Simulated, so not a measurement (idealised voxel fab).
The following is a process module called voxel self aligned contacts.
Pictured: cross-section cut, 280 nm wide, on a grid of 5 nm square cells.
Format of a cross-section: grid, square cells. Given as bands. Order: top down. Band: one or more rows of cells. For a band, the entry starts with two heights in nm, that of the top and then that of the bottom, and carries on with the band's materials in order from left to right, each alongside its width in nm; the word "full width" beside a single material means it fills the band edge to edge, and "empty" means empty space. Heads up on the height convention: 0 is the point under which the incoming wafer is all one material, and the lowest band has no bottom, it just keeps going down, like "0 and below". Width: "30 to 40" (first number = top row, second number = bottom row, same change from row to row of cells). For the purposes of this document, the phrase "remains unaltered" attached to a step denotes that no cell within the cross-section was modified by that step. Entry "Sealed-off cavities" = empty spaces >= 8 cells with no open way to the top; each as width x height at distance, distance from left edge, all nm. Heads up: the bit after the settings on a step's line is the simulator's remark on that step. overlay nm: right-of-plan distance of the mask on a masked step; negative values mean left-of-plan.

This section lists the process steps that were planned
1: op RECEIVE | material Si
2: op CONFORMAL_DEP | material SiO2 | thk nm 5
3: op DIRECTIONAL_DEP | material polySi | thk nm 20
4: op DIRECTIONAL_DEP | material SiN | thk nm 20
5: op MASKED_ETCH | tone cover | mask id GATE | width nm 25 | pitch nm 55 | etch materials SiN | depth nm 20 | overlay nm 0
6: op MASKED_ETCH | tone cover | mask id GATE | width nm 25 | pitch nm 55 | etch materials polySi | depth nm 20 | overlay nm -15
7: op CONFORMAL_DEP | material SiN | thk nm 5
8: op DIRECTIONAL_ETCH | etch materials SiN | depth nm 5
9: op FILL_DEP | material SiO2 | thk nm 15
10: op CMP | height nm 50
11: op MASKED_ETCH | tone open | mask id CONTACT | width nm 40 | pitch nm 55 | etch materials SiO2 | depth nm 50 | overlay nm 0
12: op CONFORMAL_DEP | material TiN | thk nm 5
13: op FILL_DEP | material W | thk nm 5
14: op CMP | height nm 50
15: op CONFORMAL_DEP | material SiCN | thk nm 5
Every wafer here starts from the same state; it is the step 6 overlay nm that distinguishes them, and the value the plan gives belongs to the first wafer.

Here's the first of the wafers in cross-section, just as we got it, i.e. after step 1
	0 and below  Si full width
	Sealed-off cavities: none

The following table contains a row per wafer, in which are reported, at the conclusion of the module, the cells of each material gained (+) or lost (-) since the wafer's receipt, with its closed voids given thereafter
overlay nm -15; +56 SiCN; +108 SiN; +298 SiO2; +42 TiN; +16 W; +96 polySi; Sealed-off cavities: none
overlay nm -10; +56 SiCN; +108 SiN; +300 SiO2; +52 TiN; +16 W; +84 polySi; Sealed-off cavities: none
overlay nm -5; +56 SiCN; +108 SiN; +302 SiO2; +52 TiN; +26 W; +72 polySi; Sealed-off cavities: none
overlay nm 0; +56 SiCN; +108 SiN; +304 SiO2; +52 TiN; +36 W; +60 polySi; Sealed-off cavities: none
overlay nm 5; +56 SiCN; +108 SiN; +302 SiO2; +52 TiN; +26 W; +72 polySi; Sealed-off cavities: none
overlay nm 10; +56 SiCN; +108 SiN; +300 SiO2; +52 TiN; +16 W; +84 polySi; Sealed-off cavities: none
overlay nm 15; +56 SiCN; +108 SiN; +298 SiO2; +42 TiN; +16 W; +96 polySi; Sealed-off cavities: none
